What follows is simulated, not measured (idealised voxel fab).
Herein follows the process module entitled voxel wiring stack.
The cross-section shown here is cut; it is 160 nm wide and divided into square cells measuring 5 nm on a side.
Think of the cross-section as a grid of square cells. We describe it in bands, top to bottom, and each band covers one or more rows of those cells.
Top, bottom (nm), then materials left to right with widths (nm); lone material tagged "all across" fills the whole band edge to edge; "blank" = empty space.
Where do heights start? At 0: under that level the wafer as delivered is made of one material only. And the lowest band has no floor; it just carries on downward, as in "from 0 down".
A two-number width, for instance "30 to 40", indicates that the width is equal to the first number in the top row of the band and to the second number in the bottom row, and that it changes by a constant amount per row of cells.
"remained unchanged" -> step changed no cross-section cell.
"Internal closed voids" lists enclosed empty spaces (at least 8 cells, no open path upward to the top), each as width x height at distance from the left edge, in nm.
On a step's line, text after the settings is the simulator commenting on that step.
A step line may carry the setting "overlay nm", which, for steps involving a mask, states the distance by which the mask lay to the right of its intended position; negative values denote displacement to the left.
THE PLANNED PROCESS STEPS ARE ENUMERATED HEREUNDER
1) RECEIVE, material Si
2) CONFORMAL_DEP, material SiO2, thk nm 15
3) CONFORMAL_DEP, material SiN, thk nm 5
4) DIRECTIONAL_DEP, material SiO2, thk nm 15
5) PATTERN, tone open, mask id METAL_1, material resist, width nm 30, pitch nm 45, thk nm 15, overlay nm 0
6) DIRECTIONAL_ETCH, etch materials SiO2, depth nm 15
7) DIRECTIONAL_ETCH, etch materials SiN, depth nm 5
8) STRIP, etch materials resist
9) CONFORMAL_DEP, material TiN, thk nm 5
10) FILL_DEP, material W, thk nm 10
11) CMP, height nm 35
12) CONFORMAL_DEP, material SiCN, thk nm 5
13) DIRECTIONAL_DEP, material SiO2, thk nm 20
14) PATTERN, tone open, mask id PLUG_1, material resist, width nm 15, thk nm 15, overlay nm 0
15) DIRECTIONAL_ETCH, etch materials SiO2, depth nm 20
16) DIRECTIONAL_ETCH, etch materials SiCN, depth nm 5
17) STRIP, etch materials resist
18) EPI, material Ru, thk nm 10
19) EPI, material Ru, thk nm 10
20) EPI, material Ru, thk nm 5
21) CONFORMAL_DEP, material SiCN, thk nm 5
22) DIRECTIONAL_DEP, material SiO2, thk nm 15
23) PATTERN, tone open, mask id METAL_2, material resist, width nm 30, pitch nm 45, thk nm 20, overlay nm 0
24) DIRECTIONAL_ETCH, etch materials SiO2, depth nm 15
25) DIRECTIONAL_ETCH, etch materials SiCN, depth nm 5
26) STRIP, etch materials resist
27) CONFORMAL_DEP, material TiN, thk nm 5
28) FILL_DEP, material Ru, thk nm 5
29) CMP, height nm 80
30) CONFORMAL_DEP, material SiCN, thk nm 5
31) DIRECTIONAL_DEP, material lowk, thk nm 15
32) PATTERN, tone open, mask id PLUG_2, material resist, width nm 15, thk nm 15, overlay nm 0
33) DIRECTIONAL_ETCH, etch materials lowk, depth nm 15
34) DIRECTIONAL_ETCH, etch materials SiCN, depth nm 5
35) STRIP, etch materials resist
36) CONFORMAL_DEP, material TiN, thk nm 5
37) FILL_DEP, material Ru, thk nm 10
38) CMP, height nm 100
39) CONFORMAL_DEP, material SiN, thk nm 5
40) DIRECTIONAL_DEP, material lowk, thk nm 25
41) PATTERN, tone open, mask id METAL_3, material resist, width nm 30, pitch nm 45, thk nm 15, overlay nm 0
42) DIRECTIONAL_ETCH, etch materials lowk, depth nm 25
43) DIRECTIONAL_ETCH, etch materials SiN, depth nm 5
44) STRIP, etch materials resist
45) CONFORMAL_DEP, material TiN, thk nm 5
46) FILL_DEP, material W, thk nm 10
47) CMP, height nm 130
48) CONFORMAL_DEP, material SiCN, thk nm 5
CROSS-SECTION OF THE WAFER UPON ARRIVAL, REPRESENTING THE STATE REACHED AFTER STEP 1
from 0 down  Si all across
Internal closed voids: none
END-OF-MODULE XS, FIRST OF TWO WAFERS, RUN AS PLANNED
from 135 to 130  SiCN all across
from 130 to 105  40 nm lowk | 5 nm TiN | 20 nm W | 5 nm TiN | 15 nm lowk | 5 nm TiN | 20 nm W | 5 nm TiN | 45 nm lowk
from 105 to 100  40 nm SiN | 30 nm TiN | 15 nm SiN | 30 nm TiN | 45 nm SiN
from 100 to 85  40 nm lowk | 5 nm TiN | 5 nm Ru | 5 nm TiN | 105 nm lowk
from 85 to 80  40 nm SiCN | 15 nm TiN | 105 nm SiCN
from 80 to 65  40 nm SiO2 | 5 nm TiN | 20 nm Ru | 5 nm TiN | 15 nm SiO2 | 5 nm TiN | 20 nm Ru | 5 nm TiN | 45 nm SiO2
from 65 to 60  40 nm SiCN | 30 nm TiN | 15 nm SiCN | 30 nm TiN | 45 nm SiCN
from 60 to 40  40 nm SiO2 | 15 nm Ru | 105 nm SiO2
from 40 to 35  40 nm SiCN | 15 nm Ru | 105 nm SiCN
from 35 to 20  40 nm SiO2 | 5 nm TiN | 20 nm W | 5 nm TiN | 15 nm SiO2 | 5 nm TiN | 20 nm W | 5 nm TiN | 45 nm SiO2
from 20 to 15  40 nm SiN | 30 nm TiN | 15 nm SiN | 30 nm TiN | 45 nm SiN
from 15 to 0  SiO2 all across
from 0 down  Si all across
Internal closed voids: none
CROSS-SECTIONAL VIEW OF THE SECOND OF TWO WAFERS UPON COMPLETION OF THE MODULE. THIS WAFER SHARED ITS STARTING CONDITION AND PROCESS PLAN WITH THE FIRST; ONE ERROR WAS MADE DURING ITS EXECUTION
from 135 to 130  SiCN all across
from 130 to 105  40 nm lowk | 5 nm TiN | 20 nm W | 5 nm TiN | 15 nm lowk | 5 nm TiN | 20 nm W | 5 nm TiN | 45 nm lowk
from 105 to 100  40 nm SiN | 30 nm TiN | 15 nm SiN | 30 nm TiN | 45 nm SiN
from 100 to 85  W all across
from 85 to 80  SiCN all across
from 80 to 65  40 nm SiO2 | 5 nm TiN | 20 nm Ru | 5 nm TiN | 15 nm SiO2 | 5 nm TiN | 20 nm Ru | 5 nm TiN | 45 nm SiO2
from 65 to 60  40 nm SiCN | 30 nm TiN | 15 nm SiCN | 30 nm TiN | 45 nm SiCN
from 60 to 40  40 nm SiO2 | 15 nm Ru | 105 nm SiO2
from 40 to 35  40 nm SiCN | 15 nm Ru | 105 nm SiCN
from 35 to 20  40 nm SiO2 | 5 nm TiN | 20 nm W | 5 nm TiN | 15 nm SiO2 | 5 nm TiN | 20 nm W | 5 nm TiN | 45 nm SiO2
from 20 to 15  40 nm SiN | 30 nm TiN | 15 nm SiN | 30 nm TiN | 45 nm SiN
from 15 to 0  SiO2 all across
from 0 down  Si all across
Internal closed voids: none
In executing the process, a mistake was made relative to the plan: note that step 31 departed from the planned setting and was carried out as DIRECTIONAL_DEP, material W, thk nm 15
Count the cells at the end and the second wafer has more or fewer of some materials than the first: 3 fewer of Ru, 3 more of SiCN, 9 fewer of TiN, 96 more of W, 87 fewer of lowk
